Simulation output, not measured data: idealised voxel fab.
process module | voxel wiring stack
cross-section cut | 160 nm wide | cells 5 nm
A cross-section is a grid of square cells, given in bands from the top down. A band is one or more rows of cells.
Each band's line starts with the height of the band's top and of its bottom, in nm. Then come its materials from left to right, each with its width in nm. One material with "throughout" fills the band from edge to edge. "air" is empty space.
Height 0 is the level under which the wafer as received is all one material. The lowest band goes on downwards, as in "0 down".
A width such as "30 to 40" changes by the same amount from each row of cells to the next, from the band's top row to its bottom row.
"no change" after a step means that no cell of the cross-section changed.
closed voids: empty space of 8 cells or more with no open way to the top, each as width x height at its distance from the left edge, in nm
after a step's settings: what the simulator itself notes on the step
overlay nm, on a step with a mask: how far to the right of its planned place the mask lay; to the left if negative
plan
1 op RECEIVE | material Si
2 op CONFORMAL_DEP | material SiO2 | thk nm 15
3 op DIRECTIONAL_DEP | material TiN | thk nm 5
4 op DIRECTIONAL_DEP | material Ru | thk nm 20
5 op DIRECTIONAL_DEP | material aC | thk nm 15
6 op PATTERN | tone cover | mask id METAL_1 | material resist | width nm 20 | pitch nm 35 | thk nm 35 | overlay nm 0
7 op DIRECTIONAL_ETCH | etch materials aC | depth nm 15
8 op STRIP | etch materials resist
9 op DIRECTIONAL_ETCH | etch materials Ru | depth nm 20
10 op DIRECTIONAL_ETCH | etch materials TiN | depth nm 5
11 op STRIP | etch materials aC
12 op CONFORMAL_DEP | material SiCN | thk nm 5
13 op FILL_DEP | material SiO2 | thk nm 10
14 op CMP | height nm 40
15 op CONFORMAL_DEP | material SiCN | thk nm 5
16 op DIRECTIONAL_DEP | material lowk | thk nm 30
17 op MASKED_ETCH | tone open | mask id METAL_2 | width nm 20 | pitch nm 35 | etch materials lowk | depth nm 20 | overlay nm 0
18 op DIRECTIONAL_DEP | material aC | thk nm 10
19 op PATTERN | tone open | mask id METAL_2_HOLES | material resist | width nm 15 | pitch nm 70 | thk nm 30 | overlay nm 0
20 op DIRECTIONAL_ETCH | etch materials aC | depth nm 10
21 op STRIP | etch materials resist
22 op DIRECTIONAL_ETCH | etch materials lowk | depth nm 10
23 op DIRECTIONAL_ETCH | etch materials SiCN | depth nm 5
24 op STRIP | etch materials aC
25 op CONFORMAL_DEP | material TiN | thk nm 5
26 op FILL_DEP | material Cu | thk nm 10
27 op CMP | height nm 75
28 op CONFORMAL_DEP | material SiN | thk nm 5
first wafer, as planned
as received, after step 1
  0 down: Si throughout
  closed voids: none
after step 2
  15 to 0: SiO2 throughout
  below 0: unchanged
after step 3
  20 to 15: TiN throughout
  below 15: unchanged
after step 4
  40 to 20: Ru throughout
  below 20: unchanged
after step 5
  55 to 40: aC throughout
  below 40: unchanged
after step 6
  90 to 55: air 15 | resist 20 | air 15 | resist 20 | air 15 | resist 20 | air 15 | resist 20 | air 20
  below 55: unchanged
after step 7
  75 to 55: air 15 | resist 20 | air 15 | resist 20 | air 15 | resist 20 | air 15 | resist 20 | air 20
  55 to 40: air 15 | aC 20 | air 15 | aC 20 | air 15 | aC 20 | air 15 | aC 20 | air 20
  below 40: unchanged
after step 8
  55 to 40: air 15 | aC 20 | air 15 | aC 20 | air 15 | aC 20 | air 15 | aC 20 | air 20
  below 40: unchanged
after step 9
  55 to 40: air 15 | aC 20 | air 15 | aC 20 | air 15 | aC 20 | air 15 | aC 20 | air 20
  40 to 20: air 15 | Ru 20 | air 15 | Ru 20 | air 15 | Ru 20 | air 15 | Ru 20 | air 20
  below 20: unchanged
after step 10
  55 to 40: air 15 | aC 20 | air 15 | aC 20 | air 15 | aC 20 | air 15 | aC 20 | air 20
  40 to 20: air 15 | Ru 20 | air 15 | Ru 20 | air 15 | Ru 20 | air 15 | Ru 20 | air 20
  20 to 15: air 15 | TiN 20 | air 15 | TiN 20 | air 15 | TiN 20 | air 15 | TiN 20 | air 20
  below 15: unchanged
after step 11
  40 to 20: air 15 | Ru 20 | air 15 | Ru 20 | air 15 | Ru 20 | air 15 | Ru 20 | air 20
  below 20: unchanged
after step 12
  45 to 40: air 10 | SiCN 30 | air 5 | SiCN 30 | air 5 | SiCN 30 | air 5 | SiCN 30 | air 15
  40 to 20: air 10 | SiCN 5 | Ru 20 | SiCN 5 | air 5 | SiCN 5 | Ru 20 | SiCN 5 | air 5 | SiCN 5 | Ru 20 | SiCN 5 | air 5 | SiCN 5 | Ru 20 | SiCN 5 | air 15
  20 to 15: SiCN 15 | TiN 20 | SiCN 15 | TiN 20 | SiCN 15 | TiN 20 | SiCN 15 | TiN 20 | SiCN 20
  below 15: unchanged
after step 13
  55 to 45: SiO2 throughout
  45 to 40: SiO2 10 | SiCN 30 | SiO2 5 | SiCN 30 | SiO2 5 | SiCN 30 | SiO2 5 | SiCN 30 | SiO2 15
  40 to 20: SiO2 10 | SiCN 5 | Ru 20 | SiCN 5 | SiO2 5 | SiCN 5 | Ru 20 | SiCN 5 | SiO2 5 | SiCN 5 | Ru 20 | SiCN 5 | SiO2 5 | SiCN 5 | Ru 20 | SiCN 5 | SiO2 15
  below 20: unchanged
after step 14
  40 to 20: SiO2 10 | SiCN 5 | Ru 20 | SiCN 5 | SiO2 5 | SiCN 5 | Ru 20 | SiCN 5 | SiO2 5 | SiCN 5 | Ru 20 | SiCN 5 | SiO2 5 | SiCN 5 | Ru 20 | SiCN 5 | SiO2 15
  below 20: unchanged
after step 15
  45 to 40: SiCN throughout
  below 40: unchanged
after step 16
  75 to 45: lowk throughout
  below 45: unchanged
after step 17
  75 to 55: lowk 15 | air 20 | lowk 15 | air 20 | lowk 15 | air 20 | lowk 15 | air 20 | lowk 20
  below 55: unchanged
after step 18
  85 to 75: aC 15 | air 20 | aC 15 | air 20 | aC 15 | air 20 | aC 15 | air 20 | aC 20
  75 to 65: lowk 15 | air 20 | lowk 15 | air 20 | lowk 15 | air 20 | lowk 15 | air 20 | lowk 20
  65 to 55: lowk 15 | aC 20 | lowk 15 | aC 20 | lowk 15 | aC 20 | lowk 15 | aC 20 | lowk 20
  below 55: unchanged
after step 19
  115 to 85: resist 15 | air 15 | resist 55 | air 15 | resist 60
  85 to 75: aC 15 | air 15 | resist 5 | aC 15 | resist 20 | aC 15 | air 15 | resist 5 | aC 15 | resist 20 | aC 20
  75 to 65: lowk 15 | air 15 | resist 5 | lowk 15 | resist 20 | lowk 15 | air 15 | resist 5 | lowk 15 | resist 20 | lowk 20
  below 65: unchanged
after step 20
  105 to 85: resist 15 | air 15 | resist 55 | air 15 | resist 60
  85 to 75: aC 15 | air 15 | resist 5 | aC 15 | resist 20 | aC 15 | air 15 | resist 5 | aC 15 | resist 20 | aC 20
  75 to 65: lowk 15 | air 15 | resist 5 | lowk 15 | resist 20 | lowk 15 | air 15 | resist 5 | lowk 15 | resist 20 | lowk 20
  65 to 55: lowk 15 | air 15 | aC 5 | lowk 15 | aC 20 | lowk 15 | air 15 | aC 5 | lowk 15 | aC 20 | lowk 20
  below 55: unchanged
after step 21
  85 to 75: aC 15 | air 20 | aC 15 | air 20 | aC 15 | air 20 | aC 15 | air 20 | aC 20
  75 to 65: lowk 15 | air 20 | lowk 15 | air 20 | lowk 15 | air 20 | lowk 15 | air 20 | lowk 20
  below 65: unchanged
after step 22
  85 to 75: aC 15 | air 20 | aC 15 | air 20 | aC 15 | air 20 | aC 15 | air 20 | aC 20
  75 to 65: lowk 15 | air 20 | lowk 15 | air 20 | lowk 15 | air 20 | lowk 15 | air 20 | lowk 20
  65 to 55: lowk 15 | air 15 | aC 5 | lowk 15 | aC 20 | lowk 15 | air 15 | aC 5 | lowk 15 | aC 20 | lowk 20
  55 to 45: lowk 15 | air 15 | lowk 55 | air 15 | lowk 60
  below 45: unchanged
after step 23
  85 to 75: aC 15 | air 20 | aC 15 | air 20 | aC 15 | air 20 | aC 15 | air 20 | aC 20
  75 to 65: lowk 15 | air 20 | lowk 15 | air 20 | lowk 15 | air 20 | lowk 15 | air 20 | lowk 20
  65 to 55: lowk 15 | air 15 | aC 5 | lowk 15 | aC 20 | lowk 15 | air 15 | aC 5 | lowk 15 | aC 20 | lowk 20
  55 to 45: lowk 15 | air 15 | lowk 55 | air 15 | lowk 60
  45 to 40: SiCN 15 | air 15 | SiCN 55 | air 15 | SiCN 60
  below 40: unchanged
after step 24
  75 to 55: lowk 15 | air 20 | lowk 15 | air 20 | lowk 15 | air 20 | lowk 15 | air 20 | lowk 20
  below 55: unchanged
after step 25
  80 to 75: TiN 20 | air 10 | TiN 25 | air 10 | TiN 25 | air 10 | TiN 25 | air 10 | TiN 25
  75 to 60: lowk 15 | TiN 5 | air 10 | TiN 5 | lowk 15 | TiN 5 | air 10 | TiN 5 | lowk 15 | TiN 5 | air 10 | TiN 5 | lowk 15 | TiN 5 | air 10 | TiN 5 | lowk 20
  60 to 55: lowk 15 | TiN 5 | air 5 | TiN 10 | lowk 15 | TiN 20 | lowk 15 | TiN 5 | air 5 | TiN 10 | lowk 15 | TiN 20 | lowk 20
  55 to 45: lowk 15 | TiN 5 | air 5 | TiN 5 | lowk 55 | TiN 5 | air 5 | TiN 5 | lowk 60
  45 to 40: SiCN 15 | TiN 15 | SiCN 55 | TiN 15 | SiCN 60
  below 40: unchanged
after step 26
  90 to 80: Cu throughout
  80 to 75: TiN 20 | Cu 10 | TiN 25 | Cu 10 | TiN 25 | Cu 10 | TiN 25 | Cu 10 | TiN 25
  75 to 60: lowk 15 | TiN 5 | Cu 10 | TiN 5 | lowk 15 | TiN 5 | Cu 10 | TiN 5 | lowk 15 | TiN 5 | Cu 10 | TiN 5 | lowk 15 | TiN 5 | Cu 10 | TiN 5 | lowk 20
  60 to 55: lowk 15 | TiN 5 | Cu 5 | TiN 10 | lowk 15 | TiN 20 | lowk 15 | TiN 5 | Cu 5 | TiN 10 | lowk 15 | TiN 20 | lowk 20
  55 to 45: lowk 15 | TiN 5 | Cu 5 | TiN 5 | lowk 55 | TiN 5 | Cu 5 | TiN 5 | lowk 60
  below 45: unchanged
after step 27
  75 to 60: lowk 15 | TiN 5 | Cu 10 | TiN 5 | lowk 15 | TiN 5 | Cu 10 | TiN 5 | lowk 15 | TiN 5 | Cu 10 | TiN 5 | lowk 15 | TiN 5 | Cu 10 | TiN 5 | lowk 20
  below 60: unchanged
after step 28
  80 to 75: SiN throughout
  below 75: unchanged
second wafer: like start, like plan, one mistake. Through step 1 it matches the first wafer
when step 2 should have ended
  5 to 0: TiN throughout
  below 0: unchanged
when step 3 should have ended
  20 to 5: SiO2 throughout
  below 5: unchanged
when step 4 should have ended
  40 to 20: Ru throughout
  below 20: unchanged
when step 5 should have ended
  55 to 40: aC throughout
  below 40: unchanged
when step 6 should have ended
  90 to 55: air 15 | resist 20 | air 15 | resist 20 | air 15 | resist 20 | air 15 | resist 20 | air 20
  below 55: unchanged
when step 7 should have ended
  75 to 55: air 15 | resist 20 | air 15 | resist 20 | air 15 | resist 20 | air 15 | resist 20 | air 20
  55 to 40: air 15 | aC 20 | air 15 | aC 20 | air 15 | aC 20 | air 15 | aC 20 | air 20
  below 40: unchanged
when step 8 should have ended
  55 to 40: air 15 | aC 20 | air 15 | aC 20 | air 15 | aC 20 | air 15 | aC 20 | air 20
  below 40: unchanged
when step 9 should have ended
  55 to 40: air 15 | aC 20 | air 15 | aC 20 | air 15 | aC 20 | air 15 | aC 20 | air 20
  40 to 20: air 15 | Ru 20 | air 15 | Ru 20 | air 15 | Ru 20 | air 15 | Ru 20 | air 20
  below 20: unchanged
when step 10 should have ended: no change
when step 11 should have ended
  40 to 20: air 15 | Ru 20 | air 15 | Ru 20 | air 15 | Ru 20 | air 15 | Ru 20 | air 20
  below 20: unchanged
when step 12 should have ended
  45 to 40: air 10 | SiCN 30 | air 5 | SiCN 30 | air 5 | SiCN 30 | air 5 | SiCN 30 | air 15
  40 to 25: air 10 | SiCN 5 | Ru 20 | SiCN 5 | air 5 | SiCN 5 | Ru 20 | SiCN 5 | air 5 | SiCN 5 | Ru 20 | SiCN 5 | air 5 | SiCN 5 | Ru 20 | SiCN 5 | air 15
  25 to 20: SiCN 15 | Ru 20 | SiCN 15 | Ru 20 | SiCN 15 | Ru 20 | SiCN 15 | Ru 20 | SiCN 20
  below 20: unchanged
when step 13 should have ended
  55 to 45: SiO2 throughout
  45 to 40: SiO2 10 | SiCN 30 | SiO2 5 | SiCN 30 | SiO2 5 | SiCN 30 | SiO2 5 | SiCN 30 | SiO2 15
  40 to 25: SiO2 10 | SiCN 5 | Ru 20 | SiCN 5 | SiO2 5 | SiCN 5 | Ru 20 | SiCN 5 | SiO2 5 | SiCN 5 | Ru 20 | SiCN 5 | SiO2 5 | SiCN 5 | Ru 20 | SiCN 5 | SiO2 15
  below 25: unchanged
when step 14 should have ended
  40 to 25: SiO2 10 | SiCN 5 | Ru 20 | SiCN 5 | SiO2 5 | SiCN 5 | Ru 20 | SiCN 5 | SiO2 5 | SiCN 5 | Ru 20 | SiCN 5 | SiO2 5 | SiCN 5 | Ru 20 | SiCN 5 | SiO2 15
  below 25: unchanged
when step 15 should have ended
  45 to 40: SiCN throughout
  below 40: unchanged
when step 16 should have ended
  75 to 45: lowk throughout
  below 45: unchanged
when step 17 should have ended
  75 to 55: lowk 15 | air 20 | lowk 15 | air 20 | lowk 15 | air 20 | lowk 15 | air 20 | lowk 20
  below 55: unchanged
when step 18 should have ended
  85 to 75: aC 15 | air 20 | aC 15 | air 20 | aC 15 | air 20 | aC 15 | air 20 | aC 20
  75 to 65: lowk 15 | air 20 | lowk 15 | air 20 | lowk 15 | air 20 | lowk 15 | air 20 | lowk 20
  65 to 55: lowk 15 | aC 20 | lowk 15 | aC 20 | lowk 15 | aC 20 | lowk 15 | aC 20 | lowk 20
  below 55: unchanged
when step 19 should have ended
  115 to 85: resist 15 | air 15 | resist 55 | air 15 | resist 60
  85 to 75: aC 15 | air 15 | resist 5 | aC 15 | resist 20 | aC 15 | air 15 | resist 5 | aC 15 | resist 20 | aC 20
  75 to 65: lowk 15 | air 15 | resist 5 | lowk 15 | resist 20 | lowk 15 | air 15 | resist 5 | lowk 15 | resist 20 | lowk 20
  below 65: unchanged
when step 20 should have ended
  105 to 85: resist 15 | air 15 | resist 55 | air 15 | resist 60
  85 to 75: aC 15 | air 15 | resist 5 | aC 15 | resist 20 | aC 15 | air 15 | resist 5 | aC 15 | resist 20 | aC 20
  75 to 65: lowk 15 | air 15 | resist 5 | lowk 15 | resist 20 | lowk 15 | air 15 | resist 5 | lowk 15 | resist 20 | lowk 20
  65 to 55: lowk 15 | air 15 | aC 5 | lowk 15 | aC 20 | lowk 15 | air 15 | aC 5 | lowk 15 | aC 20 | lowk 20
  below 55: unchanged
when step 21 should have ended
  85 to 75: aC 15 | air 20 | aC 15 | air 20 | aC 15 | air 20 | aC 15 | air 20 | aC 20
  75 to 65: lowk 15 | air 20 | lowk 15 | air 20 | lowk 15 | air 20 | lowk 15 | air 20 | lowk 20
  below 65: unchanged
when step 22 should have ended
  85 to 75: aC 15 | air 20 | aC 15 | air 20 | aC 15 | air 20 | aC 15 | air 20 | aC 20
  75 to 65: lowk 15 | air 20 | lowk 15 | air 20 | lowk 15 | air 20 | lowk 15 | air 20 | lowk 20
  65 to 55: lowk 15 | air 15 | aC 5 | lowk 15 | aC 20 | lowk 15 | air 15 | aC 5 | lowk 15 | aC 20 | lowk 20
  55 to 45: lowk 15 | air 15 | lowk 55 | air 15 | lowk 60
  below 45: unchanged
when step 23 should have ended
  85 to 75: aC 15 | air 20 | aC 15 | air 20 | aC 15 | air 20 | aC 15 | air 20 | aC 20
  75 to 65: lowk 15 | air 20 | lowk 15 | air 20 | lowk 15 | air 20 | lowk 15 | air 20 | lowk 20
  65 to 55: lowk 15 | air 15 | aC 5 | lowk 15 | aC 20 | lowk 15 | air 15 | aC 5 | lowk 15 | aC 20 | lowk 20
  55 to 45: lowk 15 | air 15 | lowk 55 | air 15 | lowk 60
  45 to 40: SiCN 15 | air 15 | SiCN 55 | air 15 | SiCN 60
  below 40: unchanged
when step 24 should have ended
  75 to 55: lowk 15 | air 20 | lowk 15 | air 20 | lowk 15 | air 20 | lowk 15 | air 20 | lowk 20
  below 55: unchanged
when step 25 should have ended
  80 to 75: TiN 20 | air 10 | TiN 25 | air 10 | TiN 25 | air 10 | TiN 25 | air 10 | TiN 25
  75 to 60: lowk 15 | TiN 5 | air 10 | TiN 5 | lowk 15 | TiN 5 | air 10 | TiN 5 | lowk 15 | TiN 5 | air 10 | TiN 5 | lowk 15 | TiN 5 | air 10 | TiN 5 | lowk 20
  60 to 55: lowk 15 | TiN 5 | air 5 | TiN 10 | lowk 15 | TiN 20 | lowk 15 | TiN 5 | air 5 | TiN 10 | lowk 15 | TiN 20 | lowk 20
  55 to 45: lowk 15 | TiN 5 | air 5 | TiN 5 | lowk 55 | TiN 5 | air 5 | TiN 5 | lowk 60
  45 to 40: SiCN 15 | TiN 15 | SiCN 55 | TiN 15 | SiCN 60
  below 40: unchanged
when step 26 should have ended
  90 to 80: Cu throughout
  80 to 75: TiN 20 | Cu 10 | TiN 25 | Cu 10 | TiN 25 | Cu 10 | TiN 25 | Cu 10 | TiN 25
  75 to 60: lowk 15 | TiN 5 | Cu 10 | TiN 5 | lowk 15 | TiN 5 | Cu 10 | TiN 5 | lowk 15 | TiN 5 | Cu 10 | TiN 5 | lowk 15 | TiN 5 | Cu 10 | TiN 5 | lowk 20
  60 to 55: lowk 15 | TiN 5 | Cu 5 | TiN 10 | lowk 15 | TiN 20 | lowk 15 | TiN 5 | Cu 5 | TiN 10 | lowk 15 | TiN 20 | lowk 20
  55 to 45: lowk 15 | TiN 5 | Cu 5 | TiN 5 | lowk 55 | TiN 5 | Cu 5 | TiN 5 | lowk 60
  below 45: unchanged
when step 27 should have ended
  75 to 60: lowk 15 | TiN 5 | Cu 10 | TiN 5 | lowk 15 | TiN 5 | Cu 10 | TiN 5 | lowk 15 | TiN 5 | Cu 10 | TiN 5 | lowk 15 | TiN 5 | Cu 10 | TiN 5 | lowk 20
  below 60: unchanged
when step 28 should have ended
  80 to 75: SiN throughout
  below 75: unchanged
what went wrong: steps 2 and 3 were swapped
at the end the second wafer has, in cells: 8 fewer of SiCN | 8 fewer of SiO2 | 16 more of TiN
